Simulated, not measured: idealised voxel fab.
process module | voxel gate over fins
cross-section cut | 220 nm wide | cells 5 nm
A cross-section is a grid of square cells, given in bands from the top down. A band is one or more rows of cells.
Each band's line starts with the height of the band's top and of its bottom, in nm. Then come its materials from left to right, each with its width in nm. One material with "throughout" fills the band from edge to edge. "air" is empty space.
Height 0 is the level under which the wafer as received is all one material. The lowest band goes on downwards, as in "0 down".
A width such as "30 to 40" changes by the same amount from each row of cells to the next, from the band's top row to its bottom row.
"no change" after a step means that no cell of the cross-section changed.
closed voids: empty space of 8 cells or more with no open way to the top, each as width x height at its distance from the left edge, in nm
after a step's settings: what the simulator itself notes on the step
overlay nm, on a step with a mask: how far to the right of its planned place the mask lay; to the left if negative
plan
1 op RECEIVE | material Si
2 op CONFORMAL_DEP | material SiN | thk nm 10
3 op PATTERN | tone cover | mask id FINS | material resist | width nm 15 | pitch nm 50 | thk nm 15 | overlay nm 0
4 op DIRECTIONAL_ETCH | etch materials SiN | depth nm 10
5 op DIRECTIONAL_ETCH | etch materials Si | depth nm 35
6 op STRIP | etch materials resist
7 op OXIDIZE | depth nm 5
8 op FILL_DEP | material SiO2 | thk nm 10
9 op CMP | height nm 10
10 op PATTERN | tone open | mask id RAIL | material resist | width nm 15 | thk nm 20 | overlay nm 0
11 op DIRECTIONAL_ETCH | etch materials SiO2 | depth nm 40
12 op STRIP | etch materials resist
13 op CONFORMAL_DEP | material TiN | thk nm 5
14 op FILL_DEP | material W | thk nm 5
15 op CMP | height nm 10
16 op SELECTIVE_ETCH | etch materials W Ru TiN | depth nm 30
17 op FILL_DEP | material SiO2 | thk nm 5
18 op CMP | height nm 10
19 op SELECTIVE_ETCH | etch materials SiO2 | depth nm 25
20 op STRIP | etch materials SiN
21 op CONFORMAL_DEP | material HfO2 | thk nm 5
22 op CONFORMAL_DEP | material TiN | thk nm 5
23 op FILL_DEP | material W | thk nm 15
24 op CMP | height nm 20
25 op CONFORMAL_DEP | material SiCN | thk nm 10
as received, after step 1
  0 down: Si throughout
  closed voids: none
a wafer at the end: this start, this plan, one mistake
  30 to 20: SiCN throughout
  20 to 10: W throughout
  10 to 5: TiN 30 | W 5 | TiN 45 | W 5 | TiN 45 | W 5 | TiN 45 | W 5 | TiN 35
  5 to 0: HfO2 25 | TiN 5 | W 5 | TiN 5 | HfO2 35 | TiN 5 | W 5 | TiN 5 | HfO2 35 | TiN 5 | W 5 | TiN 5 | HfO2 35 | TiN 5 | W 5 | TiN 5 | HfO2 30
  0 to -5: Si 20 | HfO2 5 | TiN 5 | W 5 | TiN 5 | HfO2 5 | Si 25 | HfO2 5 | TiN 5 | W 5 | TiN 5 | HfO2 5 | Si 25 | HfO2 5 | TiN 5 | W 5 | TiN 5 | HfO2 5 | Si 25 | HfO2 5 | TiN 5 | W 5 | TiN 5 | HfO2 5 | Si 25
  -5 to -10: Si 20 | HfO2 5 | TiN 15 | HfO2 5 | Si 25 | HfO2 5 | TiN 15 | HfO2 5 | Si 25 | HfO2 5 | TiN 15 | HfO2 5 | Si 25 | HfO2 5 | TiN 15 | HfO2 5 | Si 25
  -10 to -15: Si 20 | HfO2 25 | Si 25 | HfO2 25 | Si 25 | HfO2 25 | Si 25 | HfO2 25 | Si 25
  -15 to -40: Si 20 | SiO2 25 | Si 25 | SiO2 25 | Si 25 | SiO2 25 | Si 25 | SiO2 25 | Si 25
  -40 down: Si throughout
  closed voids: none
what went wrong: step 3 ran as: op PATTERN | tone open | mask id FINS | material resist | width nm 15 | pitch nm 50 | thk nm 15 | overlay nm 0
